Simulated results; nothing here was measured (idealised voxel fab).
process module | voxel capacitor over wiring
Each square cell in cross-section cut measures 5 nm, and the section as a whole is 235 nm wide.
Cross-section format: a grid of square cells, given as bands from top to bottom; each band is one or more rows of cells. It is stipulated that each band's entry specify, in nanometres, the height of the top of the band and then that of its bottom, followed by the materials of the band in left-to-right sequence, each together with its width in nanometres. A single material marked by the word "full width" is understood to fill the band from edge to edge; the word "empty" is understood to denote empty space. The reference from which all heights are counted is 0, the level beneath which the as-received wafer is entirely one material; the lowest band, having no lower bound, proceeds downward and is written after the example "top 0, no bottom". Top row gets the first number, bottom row gets the second, and each row in between changes by the same step: that is how a band width like "30..40" works. Any step labelled "identical to before" changed none of the cells in the cross-section. Look at "Enclosed internal voids" for the closed voids: empty spaces with no open path to the top, sized 8 cells or up. Each is width x height at distance, distance from the left edge, all nm. The remark found on a step's line after its settings is issued by the simulator itself and pertains to that step. overlay nm: mask right of planned place by this much (step with mask). Neg. = left.
**Planned process steps**
- 1: RECEIVE | material Si
- 2: CONFORMAL_DEP | material SiO2 | thk nm 15
- 3: DIRECTIONAL_DEP | material TiN | thk nm 5
- 4: DIRECTIONAL_DEP | material W | thk nm 20
- 5: MASKED_ETCH | tone cover | mask id METAL_1 | width nm 25 | pitch nm 95 | etch materials W | depth nm 20 | overlay nm 0
- 6: MASKED_ETCH | tone cover | mask id METAL_1 | width nm 25 | pitch nm 95 | etch materials TiN | depth nm 5 | overlay nm 0
- 7: CONFORMAL_DEP | material SiN | thk nm 5
- 8: FILL_DEP | material lowk | thk nm 5
- 9: CMP | height nm 40
- 10: CONFORMAL_DEP | material SiCN | thk nm 5
- 11: DIRECTIONAL_DEP | material SiO2 | thk nm 20
- 12: MASKED_ETCH | tone open | mask id PLUG_1 | width nm 15 | etch materials SiO2 | depth nm 20 | overlay nm 0
- 13: MASKED_ETCH | tone open | mask id PLUG_1 | width nm 15 | etch materials SiCN | depth nm 5 | overlay nm 0
- 14: EPI | material Ru | thk nm 10
- 15: EPI | material Ru | thk nm 10
- 16: EPI | material Ru | thk nm 5
- 17: DIRECTIONAL_DEP | material TiN | thk nm 10
- 18: DIRECTIONAL_DEP | material Al2O3 | thk nm 5
- 19: DIRECTIONAL_DEP | material TiN | thk nm 10
- 20: DIRECTIONAL_DEP | material aC | thk nm 15
- 21: PATTERN | tone cover | mask id UPPER_PLATE | material resist | width nm 75 | thk nm 35 | overlay nm 0
- 22: DIRECTIONAL_ETCH | etch materials aC | depth nm 15
- 23: STRIP | etch materials resist
- 24: DIRECTIONAL_ETCH | etch materials TiN | depth nm 10
- 25: DIRECTIONAL_ETCH | etch materials Al2O3 | depth nm 5
- 26: STRIP | etch materials aC
- 27: MASKED_ETCH | tone cover | mask id LOWER_PLATE | width nm 85 | etch materials TiN | depth nm 10 | overlay nm 0
- 28: FILL_DEP | material SiO2 | thk nm 15
- 29: CMP | height nm 100
- 30: DIRECTIONAL_DEP | material aC | thk nm 10
- 31: PATTERN | tone open | mask id PLUG_2 | material resist | width nm 15 | thk nm 25 | overlay nm 0
- 32: DIRECTIONAL_ETCH | etch materials aC | depth nm 10
- 33: STRIP | etch materials resist
- 34: DIRECTIONAL_ETCH | etch materials SiO2 | depth nm 10
- 35: STRIP | etch materials aC
- 36: CONFORMAL_DEP | material TiN | thk nm 5
- 37: FILL_DEP | material Ru | thk nm 10
- 38: CMP | height nm 100
- 39: CONFORMAL_DEP | material SiN | thk nm 5
**The cross-section here shows the wafer as received, i.e. in its state after step 1**
top 0, no bottom = Si full width
Enclosed internal voids: none
**Post-module cross-section of the first of two wafers (run per plan)**
top 105, bottom 100 = SiN full width
top 100, bottom 95 = SiO2 75 nm, TiN 5 nm, Ru 5 nm, TiN 5 nm, SiO2 145 nm
top 95, bottom 90 = SiO2 75 nm, TiN 15 nm, SiO2 145 nm
top 90, bottom 80 = SiO2 65 nm, TiN 75 nm, SiO2 95 nm
top 80, bottom 75 = SiO2 65 nm, Al2O3 75 nm, SiO2 95 nm
top 75, bottom 65 = SiO2 60 nm, TiN 85 nm, SiO2 90 nm
top 65, bottom 45 = SiO2 65 nm, Ru 15 nm, SiO2 155 nm
top 45, bottom 40 = SiCN 65 nm, Ru 15 nm, SiCN 155 nm
top 40, bottom 20 = lowk 50 nm, SiN 5 nm, W 25 nm, SiN 5 nm, lowk 60 nm, SiN 5 nm, W 25 nm, SiN 5 nm, lowk 55 nm
top 20, bottom 15 = SiN 55 nm, TiN 25 nm, SiN 70 nm, TiN 25 nm, SiN 60 nm
top 15, bottom 0 = SiO2 full width
top 0, no bottom = Si full width
Enclosed internal voids: none
**Cross-sectional view: second of two wafers, end of module; start and plan identical to the first, one mistake in running**
top 105, bottom 100 = SiN full width
top 100, bottom 95 = SiO2 75 nm, TiN 5 nm, Ru 5 nm, TiN 5 nm, SiO2 145 nm
top 95, bottom 90 = SiO2 75 nm, TiN 15 nm, SiO2 145 nm
top 90, bottom 80 = SiO2 65 nm, TiN 15 nm, SiO2 155 nm
top 80, bottom 75 = SiO2 65 nm, Al2O3 15 nm, SiO2 155 nm
top 75, bottom 65 = SiO2 65 nm, TiN 15..75 nm, SiO2 155..95 nm
top 65, bottom 60 = SiO2 80 nm, TiN 60 nm, SiO2 95 nm
top 60, bottom 55 = SiO2 80 nm, Al2O3 60 nm, SiO2 95 nm
top 55, bottom 45 = SiO2 60 nm, TiN 5 nm, SiO2 15 nm, TiN 65 nm, SiO2 90 nm
top 45, bottom 40 = SiCN full width
top 40, bottom 20 = lowk 50 nm, SiN 5 nm, W 25 nm, SiN 5 nm, lowk 60 nm, SiN 5 nm, W 25 nm, SiN 5 nm, lowk 55 nm
top 20, bottom 15 = SiN 55 nm, TiN 25 nm, SiN 70 nm, TiN 25 nm, SiN 60 nm
top 15, bottom 0 = SiO2 full width
top 0, no bottom = Si full width
Enclosed internal voids: none
Misprocessing identified: so step 12 ended up running with a different setting than we planned, it ran as MASKED_ETCH | tone cover | mask id PLUG_1 | width nm 15 | etch materials SiO2 | depth nm 20 | overlay nm 0
Wrapping up, a cell-based count of both wafers puts the second over or under the first for these materials: -15 Ru; +3 SiCN; +12 SiO2
